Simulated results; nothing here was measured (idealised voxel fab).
process module | voxel self aligned contacts
cross-section cut | 260 nm wide | cells 5 nm
Each cross-section below is a grid of square cells, stated as bands in top-down order, with one or more rows of cells making up each band. Band: top height; bottom height; in nm. Then, left to right: material with width in nm, for each material. "edge to edge": a single material spanning edge to edge. "air": empty space. It should be noted that heights are counted from 0, beneath which the wafer as supplied is of one material throughout, and that the lowest band possesses no lower boundary but continues downward, as written in "from 0 down". A two-number width, for instance "30..40", indicates that the width is equal to the first number in the top row of the band and to the second number in the bottom row, and that it changes by a constant amount per row of cells. Any step labelled "identical to before" changed none of the cells in the cross-section. "Voids, sealed" enumerates empty spaces isolated from the top, with no open way to it, that contain at least 8 cells, giving each as width x height at distance from the left edge, all three in nm. Anything after a step's settings on that line? It's the simulator's own note about the step. For masked steps, "overlay nm" on the step line gives how far right of plan the mask actually lay; a minus sign means it lay to the left.
### Process steps - plan
| 1 | RECEIVE [material Si] |
| 2 | CONFORMAL_DEP [material SiO2] [thk nm 5] |
| 3 | DIRECTIONAL_DEP [material polySi] [thk nm 30] |
| 4 | DIRECTIONAL_DEP [material SiN] [thk nm 20] |
| 5 | DIRECTIONAL_DEP [material aC] [thk nm 15] |
| 6 | PATTERN [tone cover] [mask id GATE] [material resist] [width nm 25] [pitch nm 55] [thk nm 35] [overlay nm 0] |
| 7 | DIRECTIONAL_ETCH [etch materials aC] [depth nm 15] |
| 8 | STRIP [etch materials resist] |
| 9 | DIRECTIONAL_ETCH [etch materials SiN] [depth nm 20] |
| 10 | DIRECTIONAL_ETCH [etch materials polySi] [depth nm 30] |
| 11 | STRIP [etch materials aC] |
| 12 | CONFORMAL_DEP [material SiN] [thk nm 5] |
| 13 | DIRECTIONAL_ETCH [etch materials SiN] [depth nm 5] |
| 14 | FILL_DEP [material SiO2] [thk nm 20] |
| 15 | CMP [height nm 65] |
| 16 | DIRECTIONAL_DEP [material aC] [thk nm 10] |
| 17 | PATTERN [tone open] [mask id CONTACT] [material resist] [width nm 40] [thk nm 25] [overlay nm 0] |
| 18 | DIRECTIONAL_ETCH [etch materials aC] [depth nm 10] |
| 19 | STRIP [etch materials resist] |
| 20 | DIRECTIONAL_ETCH [etch materials SiO2] [depth nm 65] |
| 21 | STRIP [etch materials aC] |
| 22 | CONFORMAL_DEP [material TiN] [thk nm 5] |
| 23 | FILL_DEP [material W] [thk nm 5] |
| 24 | CMP [height nm 65] |
| 25 | CONFORMAL_DEP [material SiCN] [thk nm 5] |
### Of two wafers, the first: run according to plan
### Cross-section of the wafer as it came to us, i.e., already through step 1
* from 0 down: Si edge to edge
* Voids, sealed: none
### Sectional view: wafer, after step 2
* from 5 to 0: SiO2 edge to edge
* Note: structure below 0 unchanged.
### Sectional view: wafer, after step 3
* from 35 to 5: polySi edge to edge
* Note: structure below 5 unchanged.
### Sectional view: wafer, after step 4
* from 55 to 35: SiN edge to edge
* Note: structure below 35 unchanged.
### Sectional view: wafer, after step 5
* from 70 to 55: aC edge to edge
* Note: structure below 55 unchanged.
### Sectional view: wafer, after step 6
* from 105 to 70: air=90, resist=25, air=30, resist=25, air=90
* Note: structure below 70 unchanged.
### Sectional view: wafer, after step 7
* from 90 to 70: air=90, resist=25, air=30, resist=25, air=90
* from 70 to 55: air=90, aC=25, air=30, aC=25, air=90
* Note: structure below 55 unchanged.
### Sectional view: wafer, after step 8
* from 70 to 55: air=90, aC=25, air=30, aC=25, air=90
* Note: structure below 55 unchanged.
### Sectional view: wafer, after step 9
* from 70 to 55: air=90, aC=25, air=30, aC=25, air=90
* from 55 to 35: air=90, SiN=25, air=30, SiN=25, air=90
* Note: structure below 35 unchanged.
### Sectional view: wafer, after step 10
* from 70 to 55: air=90, aC=25, air=30, aC=25, air=90
* from 55 to 35: air=90, SiN=25, air=30, SiN=25, air=90
* from 35 to 5: air=90, polySi=25, air=30, polySi=25, air=90
* Note: structure below 5 unchanged.
### Sectional view: wafer, after step 11
* from 55 to 35: air=90, SiN=25, air=30, SiN=25, air=90
* Note: structure below 35 unchanged.
### Sectional view: wafer, after step 12
* from 60 to 35: air=85, SiN=35, air=20, SiN=35, air=85
* from 35 to 10: air=85, SiN=5, polySi=25, SiN=5, air=20, SiN=5, polySi=25, SiN=5, air=85
* from 10 to 5: SiN=90, polySi=25, SiN=30, polySi=25, SiN=90
* Note: structure below 5 unchanged.
### Sectional view: wafer, after step 13
* from 55 to 35: air=85, SiN=35, air=20, SiN=35, air=85
* from 35 to 5: air=85, SiN=5, polySi=25, SiN=5, air=20, SiN=5, polySi=25, SiN=5, air=85
* Note: structure below 5 unchanged.
### Sectional view: wafer, after step 14
* from 75 to 55: SiO2 edge to edge
* from 55 to 35: SiO2=85, SiN=35, SiO2=20, SiN=35, SiO2=85
* from 35 to 5: SiO2=85, SiN=5, polySi=25, SiN=5, SiO2=20, SiN=5, polySi=25, SiN=5, SiO2=85
* Note: structure below 5 unchanged.
### Sectional view: wafer, after step 15
* from 65 to 55: SiO2 edge to edge
* Note: structure below 55 unchanged.
### Sectional view: wafer, after step 16
* from 75 to 65: aC edge to edge
* Note: structure below 65 unchanged.
### Sectional view: wafer, after step 17
* from 100 to 75: resist=110, air=40, resist=110
* Note: structure below 75 unchanged.
### Sectional view: wafer, after step 18
* from 90 to 75: resist=110, air=40, resist=110
* from 75 to 65: aC=110, air=40, aC=110
* Note: structure below 65 unchanged.
### Sectional view: wafer, after step 19
* from 75 to 65: aC=110, air=40, aC=110
* Note: structure below 65 unchanged.
### Sectional view: wafer, after step 20
* from 75 to 65: aC=110, air=40, aC=110
* from 65 to 55: SiO2=110, air=40, SiO2=110
* from 55 to 35: SiO2=85, SiN=35, air=20, SiN=35, SiO2=85
* from 35 to 5: SiO2=85, SiN=5, polySi=25, SiN=5, air=20, SiN=5, polySi=25, SiN=5, SiO2=85
* from 5 to 0: SiO2=120, air=20, SiO2=120
* Note: structure below 0 unchanged.
### Sectional view: wafer, after step 21
* from 65 to 55: SiO2=110, air=40, SiO2=110
* Note: structure below 55 unchanged.
### Sectional view: wafer, after step 22
* from 70 to 65: TiN=115, air=30, TiN=115
* from 65 to 55: SiO2=110, TiN=5..15, air=30..10, TiN=5..15, SiO2=110
* from 55 to 35: SiO2=85, SiN=35, TiN=5, air=10, TiN=5, SiN=35, SiO2=85
* from 35 to 5: SiO2=85, SiN=5, polySi=25, SiN=5, TiN=5, air=10, TiN=5, SiN=5, polySi=25, SiN=5, SiO2=85
* from 5 to 0: SiO2=120, TiN=20, SiO2=120
* Note: structure below 0 unchanged.
### Sectional view: wafer, after step 23
* from 75 to 70: W edge to edge
* from 70 to 65: TiN=115, W=30, TiN=115
* from 65 to 55: SiO2=110, TiN=5..15, W=30..10, TiN=5..15, SiO2=110
* from 55 to 35: SiO2=85, SiN=35, TiN=5, W=10, TiN=5, SiN=35, SiO2=85
* from 35 to 5: SiO2=85, SiN=5, polySi=25, SiN=5, TiN=5, W=10, TiN=5, SiN=5, polySi=25, SiN=5, SiO2=85
* Note: structure below 5 unchanged.
### Sectional view: wafer, after step 24
* from 65 to 55: SiO2=110, TiN=5..15, W=30..10, TiN=5..15, SiO2=110
* Note: structure below 55 unchanged.
### Sectional view: wafer, after step 25
* from 70 to 65: SiCN edge to edge
* Note: structure below 65 unchanged.
### Wafer two: like wafer one in start and plan, but with one mistake in execution; identical up to and including step 5
### Cross-sectional representation of the second wafer at the time designated in the plan for the completion of step 6
* from 105 to 70: resist=90, air=25, resist=30, air=25, resist=90
* Note: structure below 70 unchanged.
### Cross-sectional representation of the second wafer at the time designated in the plan for the completion of step 7
* from 90 to 70: resist=90, air=25, resist=30, air=25, resist=90
* from 70 to 55: aC=90, air=25, aC=30, air=25, aC=90
* Note: structure below 55 unchanged.
### Cross-sectional representation of the second wafer at the time designated in the plan for the completion of step 8
* from 70 to 55: aC=90, air=25, aC=30, air=25, aC=90
* Note: structure below 55 unchanged.
### Cross-sectional representation of the second wafer at the time designated in the plan for the completion of step 9
* from 70 to 55: aC=90, air=25, aC=30, air=25, aC=90
* from 55 to 35: SiN=90, air=25, SiN=30, air=25, SiN=90
* Note: structure below 35 unchanged.
### Cross-sectional representation of the second wafer at the time designated in the plan for the completion of step 10
* from 70 to 55: aC=90, air=25, aC=30, air=25, aC=90
* from 55 to 35: SiN=90, air=25, SiN=30, air=25, SiN=90
* from 35 to 5: polySi=90, air=25, polySi=30, air=25, polySi=90
* Note: structure below 5 unchanged.
### Cross-sectional representation of the second wafer at the time designated in the plan for the completion of step 11
* from 55 to 35: SiN=90, air=25, SiN=30, air=25, SiN=90
* Note: structure below 35 unchanged.
### Cross-sectional representation of the second wafer at the time designated in the plan for the completion of step 12
* from 60 to 35: SiN=95, air=15, SiN=40, air=15, SiN=95
* from 35 to 10: polySi=90, SiN=5, air=15, SiN=5, polySi=30, SiN=5, air=15, SiN=5, polySi=90
* from 10 to 5: polySi=90, SiN=25, polySi=30, SiN=25, polySi=90
* Note: structure below 5 unchanged.
### Cross-sectional representation of the second wafer at the time designated in the plan for the completion of step 13
* from 55 to 35: SiN=95, air=15, SiN=40, air=15, SiN=95
* from 35 to 5: polySi=90, SiN=5, air=15, SiN=5, polySi=30, SiN=5, air=15, SiN=5, polySi=90
* Note: structure below 5 unchanged.
### Cross-sectional representation of the second wafer at the time designated in the plan for the completion of step 14
* from 75 to 55: SiO2 edge to edge
* from 55 to 35: SiN=95, SiO2=15, SiN=40, SiO2=15, SiN=95
* from 35 to 5: polySi=90, SiN=5, SiO2=15, SiN=5, polySi=30, SiN=5, SiO2=15, SiN=5, polySi=90
* Note: structure below 5 unchanged.
### Cross-sectional representation of the second wafer at the time designated in the plan for the completion of step 15
* from 65 to 55: SiO2 edge to edge
* Note: structure below 55 unchanged.
### Cross-sectional representation of the second wafer at the time designated in the plan for the completion of step 16
* from 75 to 65: aC edge to edge
* Note: structure below 65 unchanged.
### Cross-sectional representation of the second wafer at the time designated in the plan for the completion of step 17
* from 100 to 75: resist=110, air=40, resist=110
* Note: structure below 75 unchanged.
### Cross-sectional representation of the second wafer at the time designated in the plan for the completion of step 18
* from 90 to 75: resist=110, air=40, resist=110
* from 75 to 65: aC=110, air=40, aC=110
* Note: structure below 65 unchanged.
### Cross-sectional representation of the second wafer at the time designated in the plan for the completion of step 19
* from 75 to 65: aC=110, air=40, aC=110
* Note: structure below 65 unchanged.
### Cross-sectional representation of the second wafer at the time designated in the plan for the completion of step 20
* from 75 to 65: aC=110, air=40, aC=110
* from 65 to 55: SiO2=110, air=40, SiO2=110
* Note: structure below 55 unchanged.
### Cross-sectional representation of the second wafer at the time designated in the plan for the completion of step 21
* from 65 to 55: SiO2=110, air=40, SiO2=110
* Note: structure below 55 unchanged.
### Cross-sectional representation of the second wafer at the time designated in the plan for the completion of step 22
* from 70 to 65: TiN=115, air=30, TiN=115
* from 65 to 60: SiO2=110, TiN=5, air=30, TiN=5, SiO2=110
* from 60 to 55: SiO2=110, TiN=40, SiO2=110
* Note: structure below 55 unchanged.
### Cross-sectional representation of the second wafer at the time designated in the plan for the completion of step 23
* from 75 to 70: W edge to edge
* from 70 to 65: TiN=115, W=30, TiN=115
* from 65 to 60: SiO2=110, TiN=5, W=30, TiN=5, SiO2=110
* Note: structure below 60 unchanged.
### Cross-sectional representation of the second wafer at the time designated in the plan for the completion of step 24
* from 65 to 60: SiO2=110, TiN=5, W=30, TiN=5, SiO2=110
* Note: structure below 60 unchanged.
### Cross-sectional representation of the second wafer at the time designated in the plan for the completion of step 25
* from 70 to 65: SiCN edge to edge
* Note: structure below 65 unchanged.
What broke from the plan during processing? step 6, actual vs plan mismatch, actual run PATTERN [tone open] [mask id GATE] [material resist] [width nm 25] [pitch nm 55] [thk nm 35] [overlay nm 0]
Final difference in cells, second wafer against first, listed per material as more or fewer: SiN: 128 more | SiO2: 276 fewer | TiN: 22 fewer | W: 22 fewer | polySi: 192 more
